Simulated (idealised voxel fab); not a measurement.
Presented below is a process module, voxel trench capacitor.
The width of the displayed cross-section, cut, is 275 nm; its cells are square, with a size of 5 nm.
The cross-sections in this document take the form of a grid made of square cells. They are written out as bands, in order from top to bottom. Each band consists of one or more rows of cells.
Each band's line starts with the height of the band's top and of its bottom, in nm. Then come its materials from left to right, each with its width in nm. One material with "edge to edge" fills the band from edge to edge. "blank" is empty space.
Height is counted from the level 0, under which the received wafer is composed throughout of one material. The lowest of the bands is not closed at the bottom but continues downward, in the notation "0 down".
Quick explanation for "30->40": the width changes in equal steps down the rows of cells, from the first number in the band's top row to the second number in its bottom row.
The cross-section has no changed cell in any step marked "nothing was modified".
Enclosed voids (no open way to top), threshold 8 cells or more, entry "Closed void table", notation width x height at distance, distance from left edge, nm.
Formally, on a step line, whatever follows the settings is a remark that the simulator itself makes on the step.
When a step includes a mask, the "overlay nm" setting on its line states how far to the right of its planned place that mask lay, and negative values state how far to the left.
-- Set out below are the planned steps of the process
1. op RECEIVE | material Si
2. op CONFORMAL_DEP | material SiN | thk nm 10
3. op MASKED_ETCH | tone open | mask id TRENCH | width nm 30 | pitch nm 60 | etch materials SiN | depth nm 10 | overlay nm 0
4. op MASKED_ETCH | tone open | mask id TRENCH | width nm 30 | pitch nm 60 | etch materials Si | depth nm 25 | overlay nm 0
5. op CONFORMAL_DEP | material Al2O3 | thk nm 5
6. op CONFORMAL_DEP | material TiN | thk nm 5
7. op FILL_DEP | material W | thk nm 10
8. op CMP | height nm 10
Wafers differ in thk nm at step 5; plan lists the first wafer's value; identical starting state.
-- First of several wafers, received after step 1, in cross-section
    0 down = Si edge to edge
    Closed void table: none
-- Basically each wafer gets a line in the table, showing it at the end of the module: material by material, the cells it gained (+) or lost (-) since we got it, then its closed voids
thk nm 5, +72 Al2O3, -120 Si, +62 SiN, +56 TiN, +40 W, Closed void table: none
thk nm 10, +128 Al2O3, -120 Si, +62 SiN, +40 TiN, Closed void table: none
thk nm 15, +168 Al2O3, -120 Si, +62 SiN, Closed void table: none
thk nm 20, +168 Al2O3, -120 Si, +62 SiN, Closed void table: none
